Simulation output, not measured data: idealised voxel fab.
process module | voxel tone inversion
cross-section cut | 255 nm wide | cells 5 nm
A cross-section is a grid of square cells, given in bands from the top down. A band is one or more rows of cells.
Each band's line starts with the height of the band's top and of its bottom, in nm. Then come its materials from left to right, each with its width in nm. One material with "throughout" fills the band from edge to edge. "air" is empty space.
Height 0 is the level under which the wafer as received is all one material. The lowest band goes on downwards, as in "0 down".
A width such as "30 to 40" changes by the same amount from each row of cells to the next, from the band's top row to its bottom row.
"no change" after a step means that no cell of the cross-section changed.
closed voids: empty space of 8 cells or more with no open way to the top, each as width x height at its distance from the left edge, in nm
after a step's settings: what the simulator itself notes on the step
overlay nm, on a step with a mask: how far to the right of its planned place the mask lay; to the left if negative
plan
1 op RECEIVE | material Si
2 op CONFORMAL_DEP | material SiN | thk nm 5
3 op DIRECTIONAL_DEP | material polySi | thk nm 15
4 op PATTERN | tone cover | mask id POSTS | material resist | width nm 25 | pitch nm 40 | thk nm 25 | overlay nm 0
5 op DIRECTIONAL_ETCH | etch materials polySi | depth nm 15
6 op STRIP | etch materials resist
7 op FILL_DEP | material lowk | thk nm 5
8 op CMP | height nm 20
9 op STRIP | etch materials polySi
10 op CONFORMAL_DEP | material TiN | thk nm 5
11 op FILL_DEP | material Cu | thk nm 10
12 op CMP | height nm 20
13 op CONFORMAL_DEP | material SiN | thk nm 5
first wafer, as planned
as received, after step 1
  0 down: Si throughout
  closed voids: none
after step 2
  5 to 0: SiN throughout
  below 0: unchanged
after step 3
  20 to 5: polySi throughout
  below 5: unchanged
after step 4
  45 to 20: air 95 | resist 25 | air 15 | resist 25 | air 95
  below 20: unchanged
after step 5
  45 to 20: air 95 | resist 25 | air 15 | resist 25 | air 95
  20 to 5: air 95 | polySi 25 | air 15 | polySi 25 | air 95
  below 5: unchanged
after step 6
  20 to 5: air 95 | polySi 25 | air 15 | polySi 25 | air 95
  below 5: unchanged
after step 7
  25 to 20: lowk throughout
  20 to 5: lowk 95 | polySi 25 | lowk 15 | polySi 25 | lowk 95
  below 5: unchanged
after step 8
  20 to 5: lowk 95 | polySi 25 | lowk 15 | polySi 25 | lowk 95
  below 5: unchanged
after step 9
  20 to 5: lowk 95 | air 25 | lowk 15 | air 25 | lowk 95
  below 5: unchanged
after step 10
  25 to 20: TiN 100 | air 15 | TiN 25 | air 15 | TiN 100
  20 to 10: lowk 95 | TiN 5 | air 15 | TiN 5 | lowk 15 | TiN 5 | air 15 | TiN 5 | lowk 95
  10 to 5: lowk 95 | TiN 25 | lowk 15 | TiN 25 | lowk 95
  below 5: unchanged
after step 11
  35 to 25: Cu throughout
  25 to 20: TiN 100 | Cu 15 | TiN 25 | Cu 15 | TiN 100
  20 to 10: lowk 95 | TiN 5 | Cu 15 | TiN 5 | lowk 15 | TiN 5 | Cu 15 | TiN 5 | lowk 95
  below 10: unchanged
after step 12
  20 to 10: lowk 95 | TiN 5 | Cu 15 | TiN 5 | lowk 15 | TiN 5 | Cu 15 | TiN 5 | lowk 95
  below 10: unchanged
after step 13
  25 to 20: SiN throughout
  below 20: unchanged
second wafer: like start, like plan, one mistake. Through step 3 it matches the first wafer
when step 4 should have ended
  45 to 20: air 100 | resist 20 | air 20 | resist 20 | air 95
  below 20: unchanged
when step 5 should have ended
  45 to 20: air 100 | resist 20 | air 20 | resist 20 | air 95
  20 to 5: air 100 | polySi 20 | air 20 | polySi 20 | air 95
  below 5: unchanged
when step 6 should have ended
  20 to 5: air 100 | polySi 20 | air 20 | polySi 20 | air 95
  below 5: unchanged
when step 7 should have ended
  25 to 20: lowk throughout
  20 to 5: lowk 100 | polySi 20 | lowk 20 | polySi 20 | lowk 95
  below 5: unchanged
when step 8 should have ended
  20 to 5: lowk 100 | polySi 20 | lowk 20 | polySi 20 | lowk 95
  below 5: unchanged
when step 9 should have ended
  20 to 5: lowk 100 | air 20 | lowk 20 | air 20 | lowk 95
  below 5: unchanged
when step 10 should have ended
  25 to 20: TiN 105 | air 10 | TiN 30 | air 10 | TiN 100
  20 to 10: lowk 100 | TiN 5 | air 10 | TiN 5 | lowk 20 | TiN 5 | air 10 | TiN 5 | lowk 95
  10 to 5: lowk 100 | TiN 20 | lowk 20 | TiN 20 | lowk 95
  below 5: unchanged
when step 11 should have ended
  35 to 25: Cu throughout
  25 to 20: TiN 105 | Cu 10 | TiN 30 | Cu 10 | TiN 100
  20 to 10: lowk 100 | TiN 5 | Cu 10 | TiN 5 | lowk 20 | TiN 5 | Cu 10 | TiN 5 | lowk 95
  below 10: unchanged
when step 12 should have ended
  20 to 10: lowk 100 | TiN 5 | Cu 10 | TiN 5 | lowk 20 | TiN 5 | Cu 10 | TiN 5 | lowk 95
  below 10: unchanged
when step 13 should have ended
  25 to 20: SiN throughout
  below 20: unchanged
what went wrong: step 4 ran as: op PATTERN | tone cover | mask id POSTS | material resist | width nm 20 | pitch nm 40 | thk nm 25 | overlay nm 0
at the end the second wafer has, in cells: 4 fewer of Cu | 2 fewer of TiN | 6 more of lowk
